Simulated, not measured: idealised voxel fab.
The following is a process module called voxel capacitor over wiring.
Each square cell in cross-section cut measures 5 nm, and the section as a whole is 300 nm wide.
How to read a cross-section here: the picture is a grid of square cells, written as bands going from the top down, and any band can span one or more rows of cells. Within each band entry, the heights of the top and of the bottom of the band appear first, in that order and in nm; the materials of the band then follow from left to right, each with its corresponding width in nm. The designation "throughout" on a single material indicates that it fills the band from edge to edge; the designation "empty" indicates empty space. Heights are measured from 0, the level below which the as-received wafer is all one material; the lowest band has no bottom and continues downward, written as in "0..down". So if you see something like "30->40" for the width, read it as the top row of the band sitting at the first number and the bottom row at the second, with every row in between moving by the same amount as the last. "identical to before", as given for a step, is the statement that not any cell of the cross-section underwent a change during that step. Empty spaces without an open route to the top, at least 8 cells in extent, make up the entry "Trapped cavities"; each is given as width x height at distance, where the distance is measured from the left edge, and all are in nm. What comes after the settings on a step's line is commentary from the simulator itself on that step. What "overlay nm" on a step's line means: if the step has a mask, that mask lay this far to the right of its planned place, or, when the value is negative, to the left.

The process steps that were planned are listed below:
1) RECEIVE [material Si]
2) CONFORMAL_DEP [material SiO2] [thk nm 10]
3) CONFORMAL_DEP [material SiCN] [thk nm 5]
4) DIRECTIONAL_DEP [material lowk] [thk nm 25]
5) MASKED_ETCH [tone open] [mask id METAL_1] [width nm 30] [pitch nm 100] [etch materials lowk] [depth nm 25] [overlay nm 0]
6) MASKED_ETCH [tone open] [mask id METAL_1] [width nm 30] [pitch nm 100] [etch materials SiCN] [depth nm 5] [overlay nm 0]
7) CONFORMAL_DEP [material TiN] [thk nm 5]
8) FILL_DEP [material Cu] [thk nm 5]
9) CMP [height nm 40]
10) EPI [material Ru] [thk nm 5]
11) FILL_DEP [material SiCN] [thk nm 5]
12) DIRECTIONAL_DEP [material lowk] [thk nm 10]
13) DIRECTIONAL_DEP [material aC] [thk nm 15]
14) PATTERN [tone open] [mask id PLUG_1] [material resist] [width nm 15] [thk nm 35] [overlay nm 0]
15) DIRECTIONAL_ETCH [etch materials aC] [depth nm 15]
16) STRIP [etch materials resist]
17) DIRECTIONAL_ETCH [etch materials lowk] [depth nm 10]
18) DIRECTIONAL_ETCH [etch materials SiCN] [depth nm 5]
19) STRIP [etch materials aC]
20) EPI [material Ru] [thk nm 10]
21) EPI [material Ru] [thk nm 5]
22) DIRECTIONAL_DEP [material TiN] [thk nm 5]
23) DIRECTIONAL_DEP [material SiN] [thk nm 5]
24) DIRECTIONAL_DEP [material TiN] [thk nm 5]
25) DIRECTIONAL_DEP [material aC] [thk nm 15]
26) PATTERN [tone cover] [mask id UPPER_PLATE] [material resist] [width nm 75] [thk nm 30] [overlay nm 0]
27) DIRECTIONAL_ETCH [etch materials aC] [depth nm 15]
28) STRIP [etch materials resist]
29) DIRECTIONAL_ETCH [etch materials TiN] [depth nm 5]
30) DIRECTIONAL_ETCH [etch materials SiN] [depth nm 5]
31) STRIP [etch materials aC]
32) DIRECTIONAL_DEP [material aC] [thk nm 15]
33) PATTERN [tone cover] [mask id LOWER_PLATE] [material resist] [width nm 85] [thk nm 35] [overlay nm 0]
34) DIRECTIONAL_ETCH [etch materials aC] [depth nm 15]
35) STRIP [etch materials resist]
36) DIRECTIONAL_ETCH [etch materials TiN] [depth nm 5]
37) STRIP [etch materials aC]
38) FILL_DEP [material SiO2] [thk nm 15]
39) CMP [height nm 85]
40) DIRECTIONAL_DEP [material aC] [thk nm 15]
41) PATTERN [tone open] [mask id PLUG_2] [material resist] [width nm 15] [thk nm 35] [overlay nm 0]
42) DIRECTIONAL_ETCH [etch materials aC] [depth nm 15]
43) STRIP [etch materials resist]
44) DIRECTIONAL_ETCH [etch materials SiO2] [depth nm 10]
45) STRIP [etch materials aC]
46) CONFORMAL_DEP [material TiN] [thk nm 5]
47) FILL_DEP [material Cu] [thk nm 10]
48) CMP [height nm 85]
49) CONFORMAL_DEP [material SiCN] [thk nm 5]

The first of a set of two wafers, run to plan:

Cross-section, incoming material, after step 1:
* 0..down | Si throughout
* Trapped cavities: none

The following cross-section depicts the wafer upon completion of step 2:
* 10..0 | SiO2 throughout
* Rest of section, below 0: as before.

The following cross-section depicts the wafer upon completion of step 3:
* 15..10 | SiCN throughout
* Rest of section, below 10: as before.

The following cross-section depicts the wafer upon completion of step 4:
* 40..15 | lowk throughout
* Rest of section, below 15: as before.

The following cross-section depicts the wafer upon completion of step 5:
* 40..15 | 85 lowk / 30 empty / 70 lowk / 30 empty / 85 lowk
* Rest of section, below 15: as before.

The following cross-section depicts the wafer upon completion of step 6:
* 40..15 | 85 lowk / 30 empty / 70 lowk / 30 empty / 85 lowk
* 15..10 | 85 SiCN / 30 empty / 70 SiCN / 30 empty / 85 SiCN
* Rest of section, below 10: as before.

The following cross-section depicts the wafer upon completion of step 7:
* 45..40 | 90 TiN / 20 empty / 80 TiN / 20 empty / 90 TiN
* 40..15 | 85 lowk / 5 TiN / 20 empty / 5 TiN / 70 lowk / 5 TiN / 20 empty / 5 TiN / 85 lowk
* 15..10 | 85 SiCN / 30 TiN / 70 SiCN / 30 TiN / 85 SiCN
* Rest of section, below 10: as before.

The following cross-section depicts the wafer upon completion of step 8:
* 50..45 | Cu throughout
* 45..40 | 90 TiN / 20 Cu / 80 TiN / 20 Cu / 90 TiN
* 40..15 | 85 lowk / 5 TiN / 20 Cu / 5 TiN / 70 lowk / 5 TiN / 20 Cu / 5 TiN / 85 lowk
* Rest of section, below 15: as before.

The following cross-section depicts the wafer upon completion of step 9:
* 40..15 | 85 lowk / 5 TiN / 20 Cu / 5 TiN / 70 lowk / 5 TiN / 20 Cu / 5 TiN / 85 lowk
* Rest of section, below 15: as before.

The following cross-section depicts the wafer upon completion of step 10:
* 45..40 | 80 empty / 40 Ru / 60 empty / 40 Ru / 80 empty
* Rest of section, below 40: as before.

The following cross-section depicts the wafer upon completion of step 11:
* 50..45 | SiCN throughout
* 45..40 | 80 SiCN / 40 Ru / 60 SiCN / 40 Ru / 80 SiCN
* Rest of section, below 40: as before.

The following cross-section depicts the wafer upon completion of step 12:
* 60..50 | lowk throughout
* Rest of section, below 50: as before.

The following cross-section depicts the wafer upon completion of step 13:
* 75..60 | aC throughout
* Rest of section, below 60: as before.

The following cross-section depicts the wafer upon completion of step 14:
* 110..75 | 100 resist / 15 empty / 185 resist
* Rest of section, below 75: as before.

The following cross-section depicts the wafer upon completion of step 15:
* 95..75 | 100 resist / 15 empty / 185 resist
* 75..60 | 100 aC / 15 empty / 185 aC
* Rest of section, below 60: as before.

The following cross-section depicts the wafer upon completion of step 16:
* 75..60 | 100 aC / 15 empty / 185 aC
* Rest of section, below 60: as before.

The following cross-section depicts the wafer upon completion of step 17:
* 75..60 | 100 aC / 15 empty / 185 aC
* 60..50 | 100 lowk / 15 empty / 185 lowk
* Rest of section, below 50: as before.

The following cross-section depicts the wafer upon completion of step 18:
* 75..60 | 100 aC / 15 empty / 185 aC
* 60..50 | 100 lowk / 15 empty / 185 lowk
* 50..45 | 100 SiCN / 15 empty / 185 SiCN
* Rest of section, below 45: as before.

The following cross-section depicts the wafer upon completion of step 19:
* 60..50 | 100 lowk / 15 empty / 185 lowk
* Rest of section, below 50: as before.

The following cross-section depicts the wafer upon completion of step 20:
* 60..55 | 100 lowk / 15 empty / 185 lowk
* 55..50 | 100 lowk / 15 Ru / 185 lowk
* 50..45 | 100 SiCN / 15 Ru / 185 SiCN
* Rest of section, below 45: as before.

The following cross-section depicts the wafer upon completion of step 21:
* 60..50 | 100 lowk / 15 Ru / 185 lowk
* Rest of section, below 50: as before.

The following cross-section depicts the wafer upon completion of step 22:
* 65..60 | TiN throughout
* Rest of section, below 60: as before.

The following cross-section depicts the wafer upon completion of step 23:
* 70..65 | SiN throughout
* Rest of section, below 65: as before.

The following cross-section depicts the wafer upon completion of step 24:
* 75..70 | TiN throughout
* Rest of section, below 70: as before.

The following cross-section depicts the wafer upon completion of step 25:
* 90..75 | aC throughout
* Rest of section, below 75: as before.

The following cross-section depicts the wafer upon completion of step 26:
* 120..90 | 100 empty / 75 resist / 125 empty
* Rest of section, below 90: as before.

The following cross-section depicts the wafer upon completion of step 27:
* 105..90 | 100 empty / 75 resist / 125 empty
* 90..75 | 100 empty / 75 aC / 125 empty
* Rest of section, below 75: as before.

The following cross-section depicts the wafer upon completion of step 28:
* 90..75 | 100 empty / 75 aC / 125 empty
* Rest of section, below 75: as before.

The following cross-section depicts the wafer upon completion of step 29:
* 90..75 | 100 empty / 75 aC / 125 empty
* 75..70 | 100 empty / 75 TiN / 125 empty
* Rest of section, below 70: as before.

The following cross-section depicts the wafer upon completion of step 30:
* 90..75 | 100 empty / 75 aC / 125 empty
* 75..70 | 100 empty / 75 TiN / 125 empty
* 70..65 | 100 empty / 75 SiN / 125 empty
* Rest of section, below 65: as before.

The following cross-section depicts the wafer upon completion of step 31:
* 75..70 | 100 empty / 75 TiN / 125 empty
* Rest of section, below 70: as before.

The following cross-section depicts the wafer upon completion of step 32:
* 90..80 | 100 empty / 75 aC / 125 empty
* 80..75 | aC throughout
* 75..70 | 100 aC / 75 TiN / 125 aC
* 70..65 | 100 aC / 75 SiN / 125 aC
* Rest of section, below 65: as before.

The following cross-section depicts the wafer upon completion of step 33:
* 125..90 | 95 empty / 85 resist / 120 empty
* 90..80 | 95 empty / 5 resist / 75 aC / 5 resist / 120 empty
* Rest of section, below 80: as before.

The following cross-section depicts the wafer upon completion of step 34:
* 110..90 | 95 empty / 85 resist / 120 empty
* 90..80 | 95 empty / 5 resist / 75 aC / 5 resist / 120 empty
* 80..75 | 95 empty / 85 aC / 120 empty
* 75..70 | 95 empty / 5 aC / 75 TiN / 5 aC / 120 empty
* 70..65 | 95 empty / 5 aC / 75 SiN / 5 aC / 120 empty
* Rest of section, below 65: as before.

The following cross-section depicts the wafer upon completion of step 35:
* 90..80 | 100 empty / 75 aC / 125 empty
* Rest of section, below 80: as before.

The following cross-section depicts the wafer upon completion of step 36:
* 90..80 | 100 empty / 75 aC / 125 empty
* 80..75 | 95 empty / 85 aC / 120 empty
* 75..70 | 95 empty / 5 aC / 75 TiN / 5 aC / 120 empty
* 70..65 | 95 empty / 5 aC / 75 SiN / 5 aC / 120 empty
* 65..60 | 95 empty / 85 TiN / 120 empty
* Rest of section, below 60: as before.

The following cross-section depicts the wafer upon completion of step 37:
* 75..70 | 100 empty / 75 TiN / 125 empty
* 70..65 | 100 empty / 75 SiN / 125 empty
* Rest of section, below 65: as before.

The following cross-section depicts the wafer upon completion of step 38:
* 90..75 | SiO2 throughout
* 75..70 | 100 SiO2 / 75 TiN / 125 SiO2
* 70..65 | 100 SiO2 / 75 SiN / 125 SiO2
* 65..60 | 95 SiO2 / 85 TiN / 120 SiO2
* Rest of section, below 60: as before.

The following cross-section depicts the wafer upon completion of step 39:
* 85..75 | SiO2 throughout
* Rest of section, below 75: as before.

The following cross-section depicts the wafer upon completion of step 40:
* 100..85 | aC throughout
* Rest of section, below 85: as before.

The following cross-section depicts the wafer upon completion of step 41:
* 135..100 | 110 resist / 15 empty / 175 resist
* Rest of section, below 100: as before.

The following cross-section depicts the wafer upon completion of step 42:
* 120..100 | 110 resist / 15 empty / 175 resist
* 100..85 | 110 aC / 15 empty / 175 aC
* Rest of section, below 85: as before.

The following cross-section depicts the wafer upon completion of step 43:
* 100..85 | 110 aC / 15 empty / 175 aC
* Rest of section, below 85: as before.

The following cross-section depicts the wafer upon completion of step 44:
* 100..85 | 110 aC / 15 empty / 175 aC
* 85..75 | 110 SiO2 / 15 empty / 175 SiO2
* Rest of section, below 75: as before.

The following cross-section depicts the wafer upon completion of step 45:
* 85..75 | 110 SiO2 / 15 empty / 175 SiO2
* Rest of section, below 75: as before.

The following cross-section depicts the wafer upon completion of step 46:
* 90..85 | 115 TiN / 5 empty / 180 TiN
* 85..80 | 110 SiO2 / 5 TiN / 5 empty / 5 TiN / 175 SiO2
* 80..70 | 110->100 SiO2 / 15->75 TiN / 175->125 SiO2
* Rest of section, below 70: as before.

The following cross-section depicts the wafer upon completion of step 47:
* 100..90 | Cu throughout
* 90..85 | 115 TiN / 5 Cu / 180 TiN
* 85..80 | 110 SiO2 / 5 TiN / 5 Cu / 5 TiN / 175 SiO2
* Rest of section, below 80: as before.

The following cross-section depicts the wafer upon completion of step 48:
* 85..80 | 110 SiO2 / 5 TiN / 5 Cu / 5 TiN / 175 SiO2
* Rest of section, below 80: as before.

The following cross-section depicts the wafer upon completion of step 49:
* 90..85 | SiCN throughout
* Rest of section, below 85: as before.

Second wafer. Start and plan as for the first. One mistake made in running. Agrees with the first up to and including step 1:

The second wafer in cross-section, at the planned close of step 2:
* 10..0 | TiN throughout
* Rest of section, below 0: as before.

The second wafer in cross-section, at the planned close of step 3:
* 15..10 | SiCN throughout
* Rest of section, below 10: as before.

The second wafer in cross-section, at the planned close of step 4:
* 40..15 | lowk throughout
* Rest of section, below 15: as before.

The second wafer in cross-section, at the planned close of step 5:
* 40..15 | 85 lowk / 30 empty / 70 lowk / 30 empty / 85 lowk
* Rest of section, below 15: as before.

The second wafer in cross-section, at the planned close of step 6:
* 40..15 | 85 lowk / 30 empty / 70 lowk / 30 empty / 85 lowk
* 15..10 | 85 SiCN / 30 empty / 70 SiCN / 30 empty / 85 SiCN
* Rest of section, below 10: as before.

The second wafer in cross-section, at the planned close of step 7:
* 45..40 | 90 TiN / 20 empty / 80 TiN / 20 empty / 90 TiN
* 40..15 | 85 lowk / 5 TiN / 20 empty / 5 TiN / 70 lowk / 5 TiN / 20 empty / 5 TiN / 85 lowk
* 15..10 | 85 SiCN / 30 TiN / 70 SiCN / 30 TiN / 85 SiCN
* Rest of section, below 10: as before.

The second wafer in cross-section, at the planned close of step 8:
* 50..45 | Cu throughout
* 45..40 | 90 TiN / 20 Cu / 80 TiN / 20 Cu / 90 TiN
* 40..15 | 85 lowk / 5 TiN / 20 Cu / 5 TiN / 70 lowk / 5 TiN / 20 Cu / 5 TiN / 85 lowk
* Rest of section, below 15: as before.

The second wafer in cross-section, at the planned close of step 9:
* 40..15 | 85 lowk / 5 TiN / 20 Cu / 5 TiN / 70 lowk / 5 TiN / 20 Cu / 5 TiN / 85 lowk
* Rest of section, below 15: as before.

The second wafer in cross-section, at the planned close of step 10:
* 45..40 | 80 empty / 40 Ru / 60 empty / 40 Ru / 80 empty
* Rest of section, below 40: as before.

The second wafer in cross-section, at the planned close of step 11:
* 50..45 | SiCN throughout
* 45..40 | 80 SiCN / 40 Ru / 60 SiCN / 40 Ru / 80 SiCN
* Rest of section, below 40: as before.

The second wafer in cross-section, at the planned close of step 12:
* 60..50 | lowk throughout
* Rest of section, below 50: as before.

The second wafer in cross-section, at the planned close of step 13:
* 75..60 | aC throughout
* Rest of section, below 60: as before.

The second wafer in cross-section, at the planned close of step 14:
* 110..75 | 100 resist / 15 empty / 185 resist
* Rest of section, below 75: as before.

The second wafer in cross-section, at the planned close of step 15:
* 95..75 | 100 resist / 15 empty / 185 resist
* 75..60 | 100 aC / 15 empty / 185 aC
* Rest of section, below 60: as before.

The second wafer in cross-section, at the planned close of step 16:
* 75..60 | 100 aC / 15 empty / 185 aC
* Rest of section, below 60: as before.

The second wafer in cross-section, at the planned close of step 17:
* 75..60 | 100 aC / 15 empty / 185 aC
* 60..50 | 100 lowk / 15 empty / 185 lowk
* Rest of section, below 50: as before.

The second wafer in cross-section, at the planned close of step 18:
* 75..60 | 100 aC / 15 empty / 185 aC
* 60..50 | 100 lowk / 15 empty / 185 lowk
* 50..45 | 100 SiCN / 15 empty / 185 SiCN
* Rest of section, below 45: as before.

The second wafer in cross-section, at the planned close of step 19:
* 60..50 | 100 lowk / 15 empty / 185 lowk
* Rest of section, below 50: as before.

The second wafer in cross-section, at the planned close of step 20:
* 60..55 | 100 lowk / 15 empty / 185 lowk
* 55..50 | 100 lowk / 15 Ru / 185 lowk
* 50..45 | 100 SiCN / 15 Ru / 185 SiCN
* Rest of section, below 45: as before.

The second wafer in cross-section, at the planned close of step 21:
* 60..50 | 100 lowk / 15 Ru / 185 lowk
* Rest of section, below 50: as before.

The second wafer in cross-section, at the planned close of step 22:
* 65..60 | TiN throughout
* Rest of section, below 60: as before.

The second wafer in cross-section, at the planned close of step 23:
* 70..65 | SiN throughout
* Rest of section, below 65: as before.

The second wafer in cross-section, at the planned close of step 24:
* 75..70 | TiN throughout
* Rest of section, below 70: as before.

The second wafer in cross-section, at the planned close of step 25:
* 90..75 | aC throughout
* Rest of section, below 75: as before.

The second wafer in cross-section, at the planned close of step 26:
* 120..90 | 100 empty / 75 resist / 125 empty
* Rest of section, below 90: as before.

The second wafer in cross-section, at the planned close of step 27:
* 105..90 | 100 empty / 75 resist / 125 empty
* 90..75 | 100 empty / 75 aC / 125 empty
* Rest of section, below 75: as before.

The second wafer in cross-section, at the planned close of step 28:
* 90..75 | 100 empty / 75 aC / 125 empty
* Rest of section, below 75: as before.

The second wafer in cross-section, at the planned close of step 29:
* 90..75 | 100 empty / 75 aC / 125 empty
* 75..70 | 100 empty / 75 TiN / 125 empty
* Rest of section, below 70: as before.

The second wafer in cross-section, at the planned close of step 30:
* 90..75 | 100 empty / 75 aC / 125 empty
* 75..70 | 100 empty / 75 TiN / 125 empty
* 70..65 | 100 empty / 75 SiN / 125 empty
* Rest of section, below 65: as before.

The second wafer in cross-section, at the planned close of step 31:
* 75..70 | 100 empty / 75 TiN / 125 empty
* Rest of section, below 70: as before.

The second wafer in cross-section, at the planned close of step 32:
* 90..80 | 100 empty / 75 aC / 125 empty
* 80..75 | aC throughout
* 75..70 | 100 aC / 75 TiN / 125 aC
* 70..65 | 100 aC / 75 SiN / 125 aC
* Rest of section, below 65: as before.

The second wafer in cross-section, at the planned close of step 33:
* 125..90 | 95 empty / 85 resist / 120 empty
* 90..80 | 95 empty / 5 resist / 75 aC / 5 resist / 120 empty
* Rest of section, below 80: as before.

The second wafer in cross-section, at the planned close of step 34:
* 110..90 | 95 empty / 85 resist / 120 empty
* 90..80 | 95 empty / 5 resist / 75 aC / 5 resist / 120 empty
* 80..75 | 95 empty / 85 aC / 120 empty
* 75..70 | 95 empty / 5 aC / 75 TiN / 5 aC / 120 empty
* 70..65 | 95 empty / 5 aC / 75 SiN / 5 aC / 120 empty
* Rest of section, below 65: as before.

The second wafer in cross-section, at the planned close of step 35:
* 90..80 | 100 empty / 75 aC / 125 empty
* Rest of section, below 80: as before.

The second wafer in cross-section, at the planned close of step 36:
* 90..80 | 100 empty / 75 aC / 125 empty
* 80..75 | 95 empty / 85 aC / 120 empty
* 75..70 | 95 empty / 5 aC / 75 TiN / 5 aC / 120 empty
* 70..65 | 95 empty / 5 aC / 75 SiN / 5 aC / 120 empty
* 65..60 | 95 empty / 85 TiN / 120 empty
* Rest of section, below 60: as before.

The second wafer in cross-section, at the planned close of step 37:
* 75..70 | 100 empty / 75 TiN / 125 empty
* 70..65 | 100 empty / 75 SiN / 125 empty
* Rest of section, below 65: as before.

The second wafer in cross-section, at the planned close of step 38:
* 90..75 | SiO2 throughout
* 75..70 | 100 SiO2 / 75 TiN / 125 SiO2
* 70..65 | 100 SiO2 / 75 SiN / 125 SiO2
* 65..60 | 95 SiO2 / 85 TiN / 120 SiO2
* Rest of section, below 60: as before.

The second wafer in cross-section, at the planned close of step 39:
* 85..75 | SiO2 throughout
* Rest of section, below 75: as before.

The second wafer in cross-section, at the planned close of step 40:
* 100..85 | aC throughout
* Rest of section, below 85: as before.

The second wafer in cross-section, at the planned close of step 41:
* 135..100 | 110 resist / 15 empty / 175 resist
* Rest of section, below 100: as before.

The second wafer in cross-section, at the planned close of step 42:
* 120..100 | 110 resist / 15 empty / 175 resist
* 100..85 | 110 aC / 15 empty / 175 aC
* Rest of section, below 85: as before.

The second wafer in cross-section, at the planned close of step 43:
* 100..85 | 110 aC / 15 empty / 175 aC
* Rest of section, below 85: as before.

The second wafer in cross-section, at the planned close of step 44:
* 100..85 | 110 aC / 15 empty / 175 aC
* 85..75 | 110 SiO2 / 15 empty / 175 SiO2
* Rest of section, below 75: as before.

The second wafer in cross-section, at the planned close of step 45:
* 85..75 | 110 SiO2 / 15 empty / 175 SiO2
* Rest of section, below 75: as before.

The second wafer in cross-section, at the planned close of step 46:
* 90..85 | 115 TiN / 5 empty / 180 TiN
* 85..80 | 110 SiO2 / 5 TiN / 5 empty / 5 TiN / 175 SiO2
* 80..70 | 110->100 SiO2 / 15->75 TiN / 175->125 SiO2
* Rest of section, below 70: as before.

The second wafer in cross-section, at the planned close of step 47:
* 100..90 | Cu throughout
* 90..85 | 115 TiN / 5 Cu / 180 TiN
* 85..80 | 110 SiO2 / 5 TiN / 5 Cu / 5 TiN / 175 SiO2
* Rest of section, below 80: as before.

The second wafer in cross-section, at the planned close of step 48:
* 85..80 | 110 SiO2 / 5 TiN / 5 Cu / 5 TiN / 175 SiO2
* Rest of section, below 80: as before.

The second wafer in cross-section, at the planned close of step 49:
* 90..85 | SiCN throughout
* Rest of section, below 85: as before.
What went wrong in running the wafer? step 2 was run on a setting that differed from the plan, and what really ran there is CONFORMAL_DEP [material TiN] [thk nm 10]
FYI, end of process, the second wafer has more or fewer cells of some materials than the first: 120 fewer of SiO2; 120 more of TiN
